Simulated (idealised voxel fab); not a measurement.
Proc. module: voxel transistor to metal
Square cells of 5 nm make up the cross-section cut, whose width is 195 nm.
A cross-section is a grid of square cells, given in bands from the top down. A band is one or more rows of cells.
Band: top height; bottom height; in nm. Then, left to right: material with width in nm, for each material. "full width": a single material spanning edge to edge. "air": empty space.
Ref level 0: as-received wafer is one material below here. Bottom band extends down with no lower bound ("0 down").
The width entry "30 to 40" should be interpreted row by row: the top row of cells in the band takes the first number, the bottom row takes the second number, and the change between adjacent rows is uniform throughout.
Where a step carries "nothing changed", the cross-section came out of it unchanged, cell for cell.
Look at "Voids, sealed" for the closed voids: empty spaces with no open path to the top, sized 8 cells or up. Each is width x height at distance, distance from the left edge, all nm.
Whatever follows a step's settings on its line is a remark the simulator itself makes about that step.
For masked steps, "overlay nm" on the step line gives how far right of plan the mask actually lay; a minus sign means it lay to the left.
**Process steps (planned)**
1) RECEIVE: material Si
2) CONFORMAL_DEP: material SiO2, thk nm 5
3) CONFORMAL_DEP: material SiN, thk nm 10
4) DIRECTIONAL_DEP: material aC, thk nm 15
5) PATTERN: tone cover, mask id ACTIVE, material resist, width nm 105, thk nm 35, overlay nm 0
6) DIRECTIONAL_ETCH: etch materials aC, depth nm 15
7) STRIP: etch materials resist
8) DIRECTIONAL_ETCH: etch materials SiN, depth nm 10
9) DIRECTIONAL_ETCH: etch materials SiO2, depth nm 5
10) DIRECTIONAL_ETCH: etch materials Si, depth nm 25
11) STRIP: etch materials aC
12) OXIDIZE: depth nm 5
13) FILL_DEP: material SiO2, thk nm 10
14) CMP: height nm 15
15) SELECTIVE_ETCH: etch materials SiO2, depth nm 5
16) STRIP: etch materials SiN
17) SELECTIVE_ETCH: etch materials SiO2, depth nm 5
18) OXIDIZE: depth nm 5
19) DIRECTIONAL_DEP: material polySi, thk nm 20
20) DIRECTIONAL_DEP: material SiCN, thk nm 15
21) DIRECTIONAL_DEP: material aC, thk nm 10
22) PATTERN: tone cover, mask id GATE, material resist, width nm 25, thk nm 30, overlay nm 0
23) DIRECTIONAL_ETCH: etch materials aC, depth nm 10
24) STRIP: etch materials resist
25) DIRECTIONAL_ETCH: etch materials SiCN, depth nm 25
26) DIRECTIONAL_ETCH: etch materials polySi, depth nm 30
27) STRIP: etch materials aC
28) CONFORMAL_DEP: material SiN, thk nm 5
29) DIRECTIONAL_ETCH: etch materials SiN, depth nm 5
30) DIRECTIONAL_ETCH: etch materials SiO2, depth nm 5
31) DIRECTIONAL_ETCH: etch materials Si, depth nm 10
32) EPI: material SiGe, thk nm 15
33) FILL_DEP: material SiO2, thk nm 10
34) CMP: height nm 20
35) STRIP: etch materials polySi
36) SELECTIVE_ETCH: etch materials SiO2, depth nm 5
37) CONFORMAL_DEP: material HfO2, thk nm 5
38) CONFORMAL_DEP: material TiN, thk nm 5
39) FILL_DEP: material W, thk nm 10
40) CMP: height nm 15
41) DIRECTIONAL_DEP: material SiO2, thk nm 10
42) MASKED_ETCH: tone open, mask id CONTACT, width nm 15, pitch nm 80, etch materials SiO2, depth nm 25, overlay nm 0
43) CONFORMAL_DEP: material TiN, thk nm 5
44) FILL_DEP: material W, thk nm 5
45) CMP: height nm 25
46) DIRECTIONAL_DEP: material TiN, thk nm 5
47) DIRECTIONAL_DEP: material W, thk nm 15
48) DIRECTIONAL_DEP: material aC, thk nm 15
49) PATTERN: tone cover, mask id METAL_1, material resist, width nm 15, pitch nm 80, thk nm 35, overlay nm 0
50) DIRECTIONAL_ETCH: etch materials aC, depth nm 15
51) STRIP: etch materials resist
52) DIRECTIONAL_ETCH: etch materials W, depth nm 15
53) DIRECTIONAL_ETCH: etch materials TiN, depth nm 5
54) STRIP: etch materials aC
55) FILL_DEP: material SiO2, thk nm 10
56) CMP: height nm 45
57) CONFORMAL_DEP: material SiCN, thk nm 5
58) DIRECTIONAL_DEP: material SiO2, thk nm 30
59) DIRECTIONAL_DEP: material aC, thk nm 15
60) PATTERN: tone open, mask id METAL_2, material resist, width nm 15, pitch nm 80, thk nm 35, overlay nm 0
61) DIRECTIONAL_ETCH: etch materials aC, depth nm 15
62) STRIP: etch materials resist
63) DIRECTIONAL_ETCH: etch materials SiO2, depth nm 20
64) STRIP: etch materials aC
65) PATTERN: tone open, mask id METAL_2_HOLES, material resist, width nm 15, pitch nm 80, thk nm 15, overlay nm 0
66) DIRECTIONAL_ETCH: etch materials SiO2, depth nm 10
67) DIRECTIONAL_ETCH: etch materials SiCN, depth nm 5
68) STRIP: etch materials resist
69) CONFORMAL_DEP: material TiN, thk nm 5
70) FILL_DEP: material Ru, thk nm 10
71) CMP: height nm 80
72) CONFORMAL_DEP: material SiCN, thk nm 5
**Cross-section of the wafer upon arrival, representing the state reached after step 1**
    0 down  Si full width
    Voids, sealed: none
**Figure: cross-sectional view of the wafer upon completion of the module, processed from the initial state and according to the plan depicted above, with one error introduced during execution**
    85 to 80  SiCN full width
    80 to 75  Ru full width
    75 to 70  55 nm TiN, 5 nm Ru, 75 nm TiN, 5 nm Ru, 55 nm TiN
    70 to 65  50 nm SiO2, 5 nm TiN, 5 nm Ru, 5 nm TiN, 65 nm SiO2, 5 nm TiN, 5 nm Ru, 5 nm TiN, 50 nm SiO2
    65 to 60  50 nm SiO2, 15 nm TiN, 65 nm SiO2, 15 nm TiN, 50 nm SiO2
    60 to 50  SiO2 full width
    50 to 45  SiCN full width
    45 to 30  50 nm SiO2, 15 nm W, 65 nm SiO2, 15 nm W, 50 nm SiO2
    30 to 25  50 nm SiO2, 15 nm TiN, 65 nm SiO2, 15 nm TiN, 50 nm SiO2
    25 to 15  50 nm SiO2, 5 nm TiN, 5 nm W, 5 nm TiN, 65 nm SiO2, 5 nm TiN, 5 nm W, 5 nm TiN, 50 nm SiO2
    15 to 10  50 nm SiO2, 5 nm TiN, 5 nm W, 5 nm TiN, 15 nm SiO2, 5 nm SiN, 5 nm HfO2, 5 nm TiN, 5 nm W, 5 nm TiN, 5 nm HfO2, 5 nm SiN, 15 nm SiO2, 5 nm TiN, 5 nm W, 5 nm TiN, 50 nm SiO2
    10 to 5  50 nm SiO2, 5 nm TiN, 5 nm W, 5 nm TiN, 15 nm SiGe, 5 nm SiN, 5 nm HfO2, 5 nm TiN, 5 nm W, 5 nm TiN, 5 nm HfO2, 5 nm SiN, 15 nm SiGe, 5 nm TiN, 5 nm W, 5 nm TiN, 50 nm SiO2
    5 to 0  40 nm SiO2, 5 nm SiN, 5 nm SiO2, 15 nm TiN, 15 nm SiGe, 5 nm SiN, 5 nm HfO2, 15 nm TiN, 5 nm HfO2, 5 nm SiN, 15 nm SiGe, 15 nm TiN, 5 nm SiO2, 5 nm SiN, 40 nm SiO2
    0 to -5  45 nm SiO2, 35 nm SiGe, 35 nm HfO2, 35 nm SiGe, 45 nm SiO2
    -5 to -15  50 nm SiO2, 30 nm SiGe, 35 nm Si, 30 nm SiGe, 50 nm SiO2
    -15 to -30  50 nm SiO2, 95 nm Si, 50 nm SiO2
    -30 down  Si full width
    Voids, sealed: none
Short version of what went wrong: in deviation from the planned setting, step 65 was conducted as PATTERN: tone cover, mask id METAL_2_HOLES, material resist, width nm 15, pitch nm 80, thk nm 15, overlay nm 0
